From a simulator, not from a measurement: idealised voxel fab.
Module name: voxel self aligned contacts (process module)
The cross-section shown here is cut; it is 275 nm wide and divided into square cells measuring 5 nm on a side.
In what follows, cross-sections appear as grids of square cells, described through bands that run from the top down, where every band is one or more rows of cells. Read a band's entry like this: the first values are the height of its top and the height of its bottom in nm, and what follows is the sequence of materials from left to right, each with its width in nm. Note that "empty" is empty space, and that a single material marked "full width" reaches across the band from edge to edge. Heights are measured from 0, the level below which the as-received wafer is all one material; the lowest band has no bottom and continues downward, written as in "z 0 and below". With a width like "30..40", each row of cells in the band differs from the next by the same amount, the top row carrying the first number and the bottom row the second. Key: "nothing was modified" - step with no changed cell in the cross-section. Voids not open to the top, 8 cells minimum: see "Enclosed void listing". Written width x height at distance; distance is from the left edge; nm. Heads up: the bit after the settings on a step's line is the simulator's remark on that step. overlay nm: on a step with a mask, how far right of its planned place the mask lay; negative means left.

# Below is the list of planned process steps
1 RECEIVE (material Si)
2 OXIDIZE (depth nm 5)
3 DIRECTIONAL_DEP (material polySi; thk nm 30)
4 DIRECTIONAL_DEP (material SiN; thk nm 20)
5 PATTERN (tone cover; mask id GATE; material resist; width nm 35; pitch nm 65; thk nm 20; overlay nm 0)
6 DIRECTIONAL_ETCH (etch materials SiN; depth nm 20)
7 DIRECTIONAL_ETCH (etch materials polySi; depth nm 30)
8 STRIP (etch materials resist)
9 CONFORMAL_DEP (material SiN; thk nm 5)
10 DIRECTIONAL_ETCH (etch materials SiN; depth nm 5)
11 FILL_DEP (material SiO2; thk nm 10)
12 CMP (height nm 55)
13 PATTERN (tone open; mask id CONTACT; material resist; width nm 40; pitch nm 65; thk nm 15; overlay nm 0)
14 DIRECTIONAL_ETCH (etch materials SiO2; depth nm 60)
15 STRIP (etch materials resist)
16 CONFORMAL_DEP (material TiN; thk nm 5)
17 FILL_DEP (material W; thk nm 5)
18 CMP (height nm 55)
19 CONFORMAL_DEP (material SiCN; thk nm 5)

# The first wafer of two, processed as planned

# The cross-section here shows the wafer as received, i.e. in its state after step 1
> z 0 and below = Si full width
> Enclosed void listing: none

# The following cross-section depicts the wafer upon completion of step 2
> z 0 to -5 = SiO2 full width
> Lower than -5, everything is as it was.

# The following cross-section depicts the wafer upon completion of step 3
> z 30 to 0 = polySi full width
> Lower than 0, everything is as it was.

# The following cross-section depicts the wafer upon completion of step 4
> z 50 to 30 = SiN full width
> Lower than 30, everything is as it was.

# The following cross-section depicts the wafer upon completion of step 5
> z 70 to 50 = empty: 55, then resist: 35, then empty: 30, then resist: 35, then empty: 30, then resist: 35, then empty: 55
> Lower than 50, everything is as it was.

# The following cross-section depicts the wafer upon completion of step 6
> z 70 to 50 = empty: 55, then resist: 35, then empty: 30, then resist: 35, then empty: 30, then resist: 35, then empty: 55
> z 50 to 30 = empty: 55, then SiN: 35, then empty: 30, then SiN: 35, then empty: 30, then SiN: 35, then empty: 55
> Lower than 30, everything is as it was.

# The following cross-section depicts the wafer upon completion of step 7
> z 70 to 50 = empty: 55, then resist: 35, then empty: 30, then resist: 35, then empty: 30, then resist: 35, then empty: 55
> z 50 to 30 = empty: 55, then SiN: 35, then empty: 30, then SiN: 35, then empty: 30, then SiN: 35, then empty: 55
> z 30 to 0 = empty: 55, then polySi: 35, then empty: 30, then polySi: 35, then empty: 30, then polySi: 35, then empty: 55
> Lower than 0, everything is as it was.

# The following cross-section depicts the wafer upon completion of step 8
> z 50 to 30 = empty: 55, then SiN: 35, then empty: 30, then SiN: 35, then empty: 30, then SiN: 35, then empty: 55
> Lower than 30, everything is as it was.

# The following cross-section depicts the wafer upon completion of step 9
> z 55 to 30 = empty: 50, then SiN: 45, then empty: 20, then SiN: 45, then empty: 20, then SiN: 45, then empty: 50
> z 30 to 5 = empty: 50, then SiN: 5, then polySi: 35, then SiN: 5, then empty: 20, then SiN: 5, then polySi: 35, then SiN: 5, then empty: 20, then SiN: 5, then polySi: 35, then SiN: 5, then empty: 50
> z 5 to 0 = SiN: 55, then polySi: 35, then SiN: 30, then polySi: 35, then SiN: 30, then polySi: 35, then SiN: 55
> Lower than 0, everything is as it was.

# The following cross-section depicts the wafer upon completion of step 10
> z 50 to 30 = empty: 50, then SiN: 45, then empty: 20, then SiN: 45, then empty: 20, then SiN: 45, then empty: 50
> z 30 to 0 = empty: 50, then SiN: 5, then polySi: 35, then SiN: 5, then empty: 20, then SiN: 5, then polySi: 35, then SiN: 5, then empty: 20, then SiN: 5, then polySi: 35, then SiN: 5, then empty: 50
> Lower than 0, everything is as it was.

# The following cross-section depicts the wafer upon completion of step 11
> z 60 to 50 = SiO2 full width
> z 50 to 30 = SiO2: 50, then SiN: 45, then SiO2: 20, then SiN: 45, then SiO2: 20, then SiN: 45, then SiO2: 50
> z 30 to 0 = SiO2: 50, then SiN: 5, then polySi: 35, then SiN: 5, then SiO2: 20, then SiN: 5, then polySi: 35, then SiN: 5, then SiO2: 20, then SiN: 5, then polySi: 35, then SiN: 5, then SiO2: 50
> Lower than 0, everything is as it was.

# The following cross-section depicts the wafer upon completion of step 12
> z 55 to 50 = SiO2 full width
> Lower than 50, everything is as it was.

# The following cross-section depicts the wafer upon completion of step 13
> z 70 to 55 = resist: 85, then empty: 40, then resist: 25, then empty: 40, then resist: 85
> Lower than 55, everything is as it was.

# The following cross-section depicts the wafer upon completion of step 14
> z 70 to 55 = resist: 85, then empty: 40, then resist: 25, then empty: 40, then resist: 85
> z 55 to 50 = SiO2: 85, then empty: 40, then SiO2: 25, then empty: 40, then SiO2: 85
> z 50 to 30 = SiO2: 50, then SiN: 45, then empty: 20, then SiN: 45, then empty: 20, then SiN: 45, then SiO2: 50
> z 30 to 0 = SiO2: 50, then SiN: 5, then polySi: 35, then SiN: 5, then empty: 20, then SiN: 5, then polySi: 35, then SiN: 5, then empty: 20, then SiN: 5, then polySi: 35, then SiN: 5, then SiO2: 50
> z 0 to -5 = SiO2: 95, then empty: 20, then SiO2: 45, then empty: 20, then SiO2: 95
> Lower than -5, everything is as it was.

# The following cross-section depicts the wafer upon completion of step 15
> z 55 to 50 = SiO2: 85, then empty: 40, then SiO2: 25, then empty: 40, then SiO2: 85
> Lower than 50, everything is as it was.

# The following cross-section depicts the wafer upon completion of step 16
> z 60 to 55 = TiN: 90, then empty: 30, then TiN: 35, then empty: 30, then TiN: 90
> z 55 to 50 = SiO2: 85, then TiN: 15, then empty: 10, then TiN: 15, then SiO2: 25, then TiN: 15, then empty: 10, then TiN: 15, then SiO2: 85
> z 50 to 30 = SiO2: 50, then SiN: 45, then TiN: 5, then empty: 10, then TiN: 5, then SiN: 45, then TiN: 5, then empty: 10, then TiN: 5, then SiN: 45, then SiO2: 50
> z 30 to 0 = SiO2: 50, then SiN: 5, then polySi: 35, then SiN: 5, then TiN: 5, then empty: 10, then TiN: 5, then SiN: 5, then polySi: 35, then SiN: 5, then TiN: 5, then empty: 10, then TiN: 5, then SiN: 5, then polySi: 35, then SiN: 5, then SiO2: 50
> z 0 to -5 = SiO2: 95, then TiN: 20, then SiO2: 45, then TiN: 20, then SiO2: 95
> Lower than -5, everything is as it was.

# The following cross-section depicts the wafer upon completion of step 17
> z 65 to 60 = W full width
> z 60 to 55 = TiN: 90, then W: 30, then TiN: 35, then W: 30, then TiN: 90
> z 55 to 50 = SiO2: 85, then TiN: 15, then W: 10, then TiN: 15, then SiO2: 25, then TiN: 15, then W: 10, then TiN: 15, then SiO2: 85
> z 50 to 30 = SiO2: 50, then SiN: 45, then TiN: 5, then W: 10, then TiN: 5, then SiN: 45, then TiN: 5, then W: 10, then TiN: 5, then SiN: 45, then SiO2: 50
> z 30 to 0 = SiO2: 50, then SiN: 5, then polySi: 35, then SiN: 5, then TiN: 5, then W: 10, then TiN: 5, then SiN: 5, then polySi: 35, then SiN: 5, then TiN: 5, then W: 10, then TiN: 5, then SiN: 5, then polySi: 35, then SiN: 5, then SiO2: 50
> Lower than 0, everything is as it was.

# The following cross-section depicts the wafer upon completion of step 18
> z 55 to 50 = SiO2: 85, then TiN: 15, then W: 10, then TiN: 15, then SiO2: 25, then TiN: 15, then W: 10, then TiN: 15, then SiO2: 85
> Lower than 50, everything is as it was.

# The following cross-section depicts the wafer upon completion of step 19
> z 60 to 55 = SiCN full width
> Lower than 55, everything is as it was.

# The second wafer: identical to the first at the outset and in its planned sequence, differing only in that one mistake was made during processing; up to and including step 4, its path is the first wafer's path

# when step 5 should have ended
> z 70 to 50 = empty: 55, then resist: 40, then empty: 25, then resist: 40, then empty: 25, then resist: 40, then empty: 50
> Lower than 50, everything is as it was.

# when step 6 should have ended
> z 70 to 50 = empty: 55, then resist: 40, then empty: 25, then resist: 40, then empty: 25, then resist: 40, then empty: 50
> z 50 to 30 = empty: 55, then SiN: 40, then empty: 25, then SiN: 40, then empty: 25, then SiN: 40, then empty: 50
> Lower than 30, everything is as it was.

# when step 7 should have ended
> z 70 to 50 = empty: 55, then resist: 40, then empty: 25, then resist: 40, then empty: 25, then resist: 40, then empty: 50
> z 50 to 30 = empty: 55, then SiN: 40, then empty: 25, then SiN: 40, then empty: 25, then SiN: 40, then empty: 50
> z 30 to 0 = empty: 55, then polySi: 40, then empty: 25, then polySi: 40, then empty: 25, then polySi: 40, then empty: 50
> Lower than 0, everything is as it was.

# when step 8 should have ended
> z 50 to 30 = empty: 55, then SiN: 40, then empty: 25, then SiN: 40, then empty: 25, then SiN: 40, then empty: 50
> Lower than 30, everything is as it was.

# when step 9 should have ended
> z 55 to 30 = empty: 50, then SiN: 50, then empty: 15, then SiN: 50, then empty: 15, then SiN: 50, then empty: 45
> z 30 to 5 = empty: 50, then SiN: 5, then polySi: 40, then SiN: 5, then empty: 15, then SiN: 5, then polySi: 40, then SiN: 5, then empty: 15, then SiN: 5, then polySi: 40, then SiN: 5, then empty: 45
> z 5 to 0 = SiN: 55, then polySi: 40, then SiN: 25, then polySi: 40, then SiN: 25, then polySi: 40, then SiN: 50
> Lower than 0, everything is as it was.

# when step 10 should have ended
> z 50 to 30 = empty: 50, then SiN: 50, then empty: 15, then SiN: 50, then empty: 15, then SiN: 50, then empty: 45
> z 30 to 0 = empty: 50, then SiN: 5, then polySi: 40, then SiN: 5, then empty: 15, then SiN: 5, then polySi: 40, then SiN: 5, then empty: 15, then SiN: 5, then polySi: 40, then SiN: 5, then empty: 45
> Lower than 0, everything is as it was.

# when step 11 should have ended
> z 60 to 50 = SiO2 full width
> z 50 to 30 = SiO2: 50, then SiN: 50, then SiO2: 15, then SiN: 50, then SiO2: 15, then SiN: 50, then SiO2: 45
> z 30 to 0 = SiO2: 50, then SiN: 5, then polySi: 40, then SiN: 5, then SiO2: 15, then SiN: 5, then polySi: 40, then SiN: 5, then SiO2: 15, then SiN: 5, then polySi: 40, then SiN: 5, then SiO2: 45
> Lower than 0, everything is as it was.

# when step 12 should have ended
> z 55 to 50 = SiO2 full width
> Lower than 50, everything is as it was.

# when step 13 should have ended
> z 70 to 55 = resist: 85, then empty: 40, then resist: 25, then empty: 40, then resist: 85
> Lower than 55, everything is as it was.

# when step 14 should have ended
> z 70 to 55 = resist: 85, then empty: 40, then resist: 25, then empty: 40, then resist: 85
> z 55 to 50 = SiO2: 85, then empty: 40, then SiO2: 25, then empty: 40, then SiO2: 85
> z 50 to 30 = SiO2: 50, then SiN: 50, then empty: 15, then SiN: 50, then empty: 15, then SiN: 50, then SiO2: 45
> z 30 to 0 = SiO2: 50, then SiN: 5, then polySi: 40, then SiN: 5, then empty: 15, then SiN: 5, then polySi: 40, then SiN: 5, then empty: 15, then SiN: 5, then polySi: 40, then SiN: 5, then SiO2: 45
> z 0 to -5 = SiO2: 100, then empty: 15, then SiO2: 50, then empty: 15, then SiO2: 95
> Lower than -5, everything is as it was.

# when step 15 should have ended
> z 55 to 50 = SiO2: 85, then empty: 40, then SiO2: 25, then empty: 40, then SiO2: 85
> Lower than 50, everything is as it was.

# when step 16 should have ended
> z 60 to 55 = TiN: 90, then empty: 30, then TiN: 35, then empty: 30, then TiN: 90
> z 55 to 50 = SiO2: 85, then TiN: 20, then empty: 5, then TiN: 15, then SiO2: 25, then TiN: 20, then empty: 5, then TiN: 15, then SiO2: 85
> z 50 to 30 = SiO2: 50, then SiN: 50, then TiN: 5, then empty: 5, then TiN: 5, then SiN: 50, then TiN: 5, then empty: 5, then TiN: 5, then SiN: 50, then SiO2: 45
> z 30 to 0 = SiO2: 50, then SiN: 5, then polySi: 40, then SiN: 5, then TiN: 5, then empty: 5, then TiN: 5, then SiN: 5, then polySi: 40, then SiN: 5, then TiN: 5, then empty: 5, then TiN: 5, then SiN: 5, then polySi: 40, then SiN: 5, then SiO2: 45
> z 0 to -5 = SiO2: 100, then TiN: 15, then SiO2: 50, then TiN: 15, then SiO2: 95
> Lower than -5, everything is as it was.

# when step 17 should have ended
> z 65 to 60 = W full width
> z 60 to 55 = TiN: 90, then W: 30, then TiN: 35, then W: 30, then TiN: 90
> z 55 to 50 = SiO2: 85, then TiN: 20, then W: 5, then TiN: 15, then SiO2: 25, then TiN: 20, then W: 5, then TiN: 15, then SiO2: 85
> z 50 to 30 = SiO2: 50, then SiN: 50, then TiN: 5, then W: 5, then TiN: 5, then SiN: 50, then TiN: 5, then W: 5, then TiN: 5, then SiN: 50, then SiO2: 45
> z 30 to 0 = SiO2: 50, then SiN: 5, then polySi: 40, then SiN: 5, then TiN: 5, then W: 5, then TiN: 5, then SiN: 5, then polySi: 40, then SiN: 5, then TiN: 5, then W: 5, then TiN: 5, then SiN: 5, then polySi: 40, then SiN: 5, then SiO2: 45
> Lower than 0, everything is as it was.

# when step 18 should have ended
> z 55 to 50 = SiO2: 85, then TiN: 20, then W: 5, then TiN: 15, then SiO2: 25, then TiN: 20, then W: 5, then TiN: 15, then SiO2: 85
> Lower than 50, everything is as it was.

# when step 19 should have ended
> z 60 to 55 = SiCN full width
> Lower than 55, everything is as it was.
It is concluded that the wafer was processed incorrectly with respect to the plan, in that not per plan at step 5, really ran PATTERN (tone cover; mask id GATE; material resist; width nm 40; pitch nm 65; thk nm 20; overlay nm 0)
FYI, end of process, the second wafer has more or fewer cells of some materials than the first: SiN: 12 more, SiO2: 8 fewer, W: 22 fewer, polySi: 18 more
